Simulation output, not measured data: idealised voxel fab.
Process module, titled voxel tone inversion
The width of the displayed cross-section, cut, is 210 nm; its cells are square, with a size of 5 nm.
Reading order for cross-sections: top band down to bottom band. Underlying form: a grid of square cells. Band size: one or more rows of cells. A band entry consists of two parts. The first gives the height of the band's top and the height of its bottom, in nm. The rest lists the band's materials from left to right, each with its width in nm. A single material labelled with the word "everywhere" fills the band from edge to edge, and the word "blank" marks empty space. Note: height 0 marks the level under which the wafer is uniformly one material as received. Lowest band unbounded below, written "0 nm and below". A two-number width, for instance "30->40", indicates that the width is equal to the first number in the top row of the band and to the second number in the bottom row, and that it changes by a constant amount per row of cells. For the purposes of this document, the phrase "nothing changed" attached to a step denotes that no cell within the cross-section was modified by that step. The entry "Enclosed cavity list" lists the empty spaces that cover at least 8 cells and have no open path to the top. Each is written as width x height at distance, where the distance is measured from the left edge and all three values are in nm. It should be noted that, on the line of a given step, the content following the step's settings is a remark produced by the simulator itself with respect to that step. overlay nm: where the mask lay relative to plan, measured to the right, on steps with a mask; negatives go left.
Steps in the process plan
1) RECEIVE with material Si
2) CONFORMAL_DEP with material SiN, thk nm 10
3) DIRECTIONAL_DEP with material polySi, thk nm 20
4) PATTERN with tone cover, mask id POSTS, material resist, width nm 15, pitch nm 35, thk nm 30, overlay nm 0
5) DIRECTIONAL_ETCH with etch materials polySi, depth nm 20
6) STRIP with etch materials resist
7) FILL_DEP with material SiO2, thk nm 5
8) CMP with height nm 30
9) STRIP with etch materials polySi
Cross-section: wafer on arrival = after step 1
* 0 nm and below: Si everywhere
* Enclosed cavity list: none
The module was run from the start shown above using the plan shown above, but one mistake was made doing it; the resulting wafer cross-section is below
* 30 nm to 10 nm: 60 nm SiO2; 20 nm blank; 15 nm SiO2; 20 nm blank; 15 nm SiO2; 20 nm blank; 60 nm SiO2
* 10 nm to 0 nm: SiN everywhere
* 0 nm and below: Si everywhere
* Enclosed cavity list: none
What was done differently from what was planned? step 4: run off-plan, actual operation and settings PATTERN with tone cover, mask id POSTS, material resist, width nm 20, pitch nm 35, thk nm 30, overlay nm 0
